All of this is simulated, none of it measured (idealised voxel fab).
The name of this process module is voxel trench capacitor.
Xsec cut, 225 nm wide, square cell size 5 nm.
A cross-section is written here as square cells arranged in a grid, and it is given in bands from the top down, each band taking up one or more rows of cells.
This entry defines a band. It first specifies the height of the band's top and the height of its bottom in nm, and then specifies the band's materials from left to right, stating each material with its width in nm. The word "everywhere" identifies a single material that fills the band from edge to edge, while the word "air" identifies empty space.
A quick word on heights: they are counted from 0, and under that level the wafer as it came to us is one material throughout. The lowest band is different from the rest in having no bottom; it simply continues downward, written as in "0 and below".
The two numbers in a width such as "30 to 40" mark its ends across the band: the first belongs to the top row of cells, the second to the bottom row, and from each row to the next the width moves by the same amount.
"no alterations made", as given for a step, is the statement that not any cell of the cross-section underwent a change during that step.
Closed voids list: empty space of 8 cells or more with no open way to the top, each as width x height at its distance from the left edge, in nm
On a step's line, text after the settings is the simulator commenting on that step.
overlay nm: mask offset rightward from planned place, masked step; negative means leftward offset.

## So here's the lineup of process steps we planned
1 RECEIVE (material Si)
2 CONFORMAL_DEP (material SiN; thk nm 5)
3 MASKED_ETCH (tone open; mask id TRENCH; width nm 25; pitch nm 50; etch materials SiN; depth nm 5; overlay nm 0)
4 MASKED_ETCH (tone open; mask id TRENCH; width nm 25; pitch nm 50; etch materials Si; depth nm 40; overlay nm 0)
5 CONFORMAL_DEP (material HfO2; thk nm 5)
6 CONFORMAL_DEP (material TiN; thk nm 5)
7 FILL_DEP (material W; thk nm 5)
8 CMP (height nm 5)

## first wafer, as planned

## Cross-section of the wafer upon arrival, representing the state reached after step 1
    0 and below | Si everywhere
    Closed voids list: none

## Once step 2 is through, the wafer looks like this in cross-section
    5 down to 0 | SiN everywhere
    Under the height 0 nothing was changed.

## Once step 3 is through, the wafer looks like this in cross-section
    5 down to 0 | SiN (25), then air (25), then SiN (25), then air (25), then SiN (25), then air (25), then SiN (25), then air (25), then SiN (25)
    Under the height 0 nothing was changed.

## Once step 4 is through, the wafer looks like this in cross-section
    5 down to 0 | SiN (25), then air (25), then SiN (25), then air (25), then SiN (25), then air (25), then SiN (25), then air (25), then SiN (25)
    0 down to -40 | Si (25), then air (25), then Si (25), then air (25), then Si (25), then air (25), then Si (25), then air (25), then Si (25)
    Under the height -40 nothing was changed.

## Once step 5 is through, the wafer looks like this in cross-section
    10 down to 5 | HfO2 (30), then air (15), then HfO2 (35), then air (15), then HfO2 (35), then air (15), then HfO2 (35), then air (15), then HfO2 (30)
    5 down to 0 | SiN (25), then HfO2 (5), then air (15), then HfO2 (5), then SiN (25), then HfO2 (5), then air (15), then HfO2 (5), then SiN (25), then HfO2 (5), then air (15), then HfO2 (5), then SiN (25), then HfO2 (5), then air (15), then HfO2 (5), then SiN (25)
    0 down to -35 | Si (25), then HfO2 (5), then air (15), then HfO2 (5), then Si (25), then HfO2 (5), then air (15), then HfO2 (5), then Si (25), then HfO2 (5), then air (15), then HfO2 (5), then Si (25), then HfO2 (5), then air (15), then HfO2 (5), then Si (25)
    -35 down to -40 | Si (25), then HfO2 (25), then Si (25), then HfO2 (25), then Si (25), then HfO2 (25), then Si (25), then HfO2 (25), then Si (25)
    Under the height -40 nothing was changed.

## Once step 6 is through, the wafer looks like this in cross-section
    15 down to 10 | TiN (35), then air (5), then TiN (45), then air (5), then TiN (45), then air (5), then TiN (45), then air (5), then TiN (35)
    10 down to 5 | HfO2 (30), then TiN (5), then air (5), then TiN (5), then HfO2 (35), then TiN (5), then air (5), then TiN (5), then HfO2 (35), then TiN (5), then air (5), then TiN (5), then HfO2 (35), then TiN (5), then air (5), then TiN (5), then HfO2 (30)
    5 down to 0 | SiN (25), then HfO2 (5), then TiN (5), then air (5), then TiN (5), then HfO2 (5), then SiN (25), then HfO2 (5), then TiN (5), then air (5), then TiN (5), then HfO2 (5), then SiN (25), then HfO2 (5), then TiN (5), then air (5), then TiN (5), then HfO2 (5), then SiN (25), then HfO2 (5), then TiN (5), then air (5), then TiN (5), then HfO2 (5), then SiN (25)
    0 down to -30 | Si (25), then HfO2 (5), then TiN (5), then air (5), then TiN (5), then HfO2 (5), then Si (25), then HfO2 (5), then TiN (5), then air (5), then TiN (5), then HfO2 (5), then Si (25), then HfO2 (5), then TiN (5), then air (5), then TiN (5), then HfO2 (5), then Si (25), then HfO2 (5), then TiN (5), then air (5), then TiN (5), then HfO2 (5), then Si (25)
    -30 down to -35 | Si (25), then HfO2 (5), then TiN (15), then HfO2 (5), then Si (25), then HfO2 (5), then TiN (15), then HfO2 (5), then Si (25), then HfO2 (5), then TiN (15), then HfO2 (5), then Si (25), then HfO2 (5), then TiN (15), then HfO2 (5), then Si (25)
    Under the height -35 nothing was changed.

## Once step 7 is through, the wafer looks like this in cross-section
    20 down to 15 | W everywhere
    15 down to 10 | TiN (35), then W (5), then TiN (45), then W (5), then TiN (45), then W (5), then TiN (45), then W (5), then TiN (35)
    10 down to 5 | HfO2 (30), then TiN (5), then W (5), then TiN (5), then HfO2 (35), then TiN (5), then W (5), then TiN (5), then HfO2 (35), then TiN (5), then W (5), then TiN (5), then HfO2 (35), then TiN (5), then W (5), then TiN (5), then HfO2 (30)
    5 down to 0 | SiN (25), then HfO2 (5), then TiN (5), then W (5), then TiN (5), then HfO2 (5), then SiN (25), then HfO2 (5), then TiN (5), then W (5), then TiN (5), then HfO2 (5), then SiN (25), then HfO2 (5), then TiN (5), then W (5), then TiN (5), then HfO2 (5), then SiN (25), then HfO2 (5), then TiN (5), then W (5), then TiN (5), then HfO2 (5), then SiN (25)
    0 down to -30 | Si (25), then HfO2 (5), then TiN (5), then W (5), then TiN (5), then HfO2 (5), then Si (25), then HfO2 (5), then TiN (5), then W (5), then TiN (5), then HfO2 (5), then Si (25), then HfO2 (5), then TiN (5), then W (5), then TiN (5), then HfO2 (5), then Si (25), then HfO2 (5), then TiN (5), then W (5), then TiN (5), then HfO2 (5), then Si (25)
    Under the height -30 nothing was changed.

## Once step 8 is through, the wafer looks like this in cross-section
    5 down to 0 | SiN (25), then HfO2 (5), then TiN (5), then W (5), then TiN (5), then HfO2 (5), then SiN (25), then HfO2 (5), then TiN (5), then W (5), then TiN (5), then HfO2 (5), then SiN (25), then HfO2 (5), then TiN (5), then W (5), then TiN (5), then HfO2 (5), then SiN (25), then HfO2 (5), then TiN (5), then W (5), then TiN (5), then HfO2 (5), then SiN (25)
    Under the height 0 nothing was changed.

## Wafer two. Identical start, identical plan. One mistake in execution. Identical history through step 3

## Cross-sectional view of the second wafer at the intended end time of process step 4
    5 down to 0 | SiN (25), then air (25), then SiN (25), then air (25), then SiN (25), then air (25), then SiN (25), then air (25), then SiN (25)
    0 down to -80 | Si (25), then air (25), then Si (25), then air (25), then Si (25), then air (25), then Si (25), then air (25), then Si (25)
    Under the height -80 nothing was changed.

## Cross-sectional view of the second wafer at the intended end time of process step 5
    10 down to 5 | HfO2 (30), then air (15), then HfO2 (35), then air (15), then HfO2 (35), then air (15), then HfO2 (35), then air (15), then HfO2 (30)
    5 down to 0 | SiN (25), then HfO2 (5), then air (15), then HfO2 (5), then SiN (25), then HfO2 (5), then air (15), then HfO2 (5), then SiN (25), then HfO2 (5), then air (15), then HfO2 (5), then SiN (25), then HfO2 (5), then air (15), then HfO2 (5), then SiN (25)
    0 down to -75 | Si (25), then HfO2 (5), then air (15), then HfO2 (5), then Si (25), then HfO2 (5), then air (15), then HfO2 (5), then Si (25), then HfO2 (5), then air (15), then HfO2 (5), then Si (25), then HfO2 (5), then air (15), then HfO2 (5), then Si (25)
    -75 down to -80 | Si (25), then HfO2 (25), then Si (25), then HfO2 (25), then Si (25), then HfO2 (25), then Si (25), then HfO2 (25), then Si (25)
    Under the height -80 nothing was changed.

## Cross-sectional view of the second wafer at the intended end time of process step 6
    15 down to 10 | TiN (35), then air (5), then TiN (45), then air (5), then TiN (45), then air (5), then TiN (45), then air (5), then TiN (35)
    10 down to 5 | HfO2 (30), then TiN (5), then air (5), then TiN (5), then HfO2 (35), then TiN (5), then air (5), then TiN (5), then HfO2 (35), then TiN (5), then air (5), then TiN (5), then HfO2 (35), then TiN (5), then air (5), then TiN (5), then HfO2 (30)
    5 down to 0 | SiN (25), then HfO2 (5), then TiN (5), then air (5), then TiN (5), then HfO2 (5), then SiN (25), then HfO2 (5), then TiN (5), then air (5), then TiN (5), then HfO2 (5), then SiN (25), then HfO2 (5), then TiN (5), then air (5), then TiN (5), then HfO2 (5), then SiN (25), then HfO2 (5), then TiN (5), then air (5), then TiN (5), then HfO2 (5), then SiN (25)
    0 down to -70 | Si (25), then HfO2 (5), then TiN (5), then air (5), then TiN (5), then HfO2 (5), then Si (25), then HfO2 (5), then TiN (5), then air (5), then TiN (5), then HfO2 (5), then Si (25), then HfO2 (5), then TiN (5), then air (5), then TiN (5), then HfO2 (5), then Si (25), then HfO2 (5), then TiN (5), then air (5), then TiN (5), then HfO2 (5), then Si (25)
    -70 down to -75 | Si (25), then HfO2 (5), then TiN (15), then HfO2 (5), then Si (25), then HfO2 (5), then TiN (15), then HfO2 (5), then Si (25), then HfO2 (5), then TiN (15), then HfO2 (5), then Si (25), then HfO2 (5), then TiN (15), then HfO2 (5), then Si (25)
    Under the height -75 nothing was changed.

## Cross-sectional view of the second wafer at the intended end time of process step 7
    20 down to 15 | W everywhere
    15 down to 10 | TiN (35), then W (5), then TiN (45), then W (5), then TiN (45), then W (5), then TiN (45), then W (5), then TiN (35)
    10 down to 5 | HfO2 (30), then TiN (5), then W (5), then TiN (5), then HfO2 (35), then TiN (5), then W (5), then TiN (5), then HfO2 (35), then TiN (5), then W (5), then TiN (5), then HfO2 (35), then TiN (5), then W (5), then TiN (5), then HfO2 (30)
    5 down to 0 | SiN (25), then HfO2 (5), then TiN (5), then W (5), then TiN (5), then HfO2 (5), then SiN (25), then HfO2 (5), then TiN (5), then W (5), then TiN (5), then HfO2 (5), then SiN (25), then HfO2 (5), then TiN (5), then W (5), then TiN (5), then HfO2 (5), then SiN (25), then HfO2 (5), then TiN (5), then W (5), then TiN (5), then HfO2 (5), then SiN (25)
    0 down to -70 | Si (25), then HfO2 (5), then TiN (5), then W (5), then TiN (5), then HfO2 (5), then Si (25), then HfO2 (5), then TiN (5), then W (5), then TiN (5), then HfO2 (5), then Si (25), then HfO2 (5), then TiN (5), then W (5), then TiN (5), then HfO2 (5), then Si (25), then HfO2 (5), then TiN (5), then W (5), then TiN (5), then HfO2 (5), then Si (25)
    Under the height -70 nothing was changed.

## Cross-sectional view of the second wafer at the intended end time of process step 8
    5 down to 0 | SiN (25), then HfO2 (5), then TiN (5), then W (5), then TiN (5), then HfO2 (5), then SiN (25), then HfO2 (5), then TiN (5), then W (5), then TiN (5), then HfO2 (5), then SiN (25), then HfO2 (5), then TiN (5), then W (5), then TiN (5), then HfO2 (5), then SiN (25), then HfO2 (5), then TiN (5), then W (5), then TiN (5), then HfO2 (5), then SiN (25)
    Under the height 0 nothing was changed.
what went wrong: step 4 of the plan was carried out twice
Final wafer comparison in cells, second versus first, more or fewer per material: HfO2 +64, Si -160, TiN +64, W +32
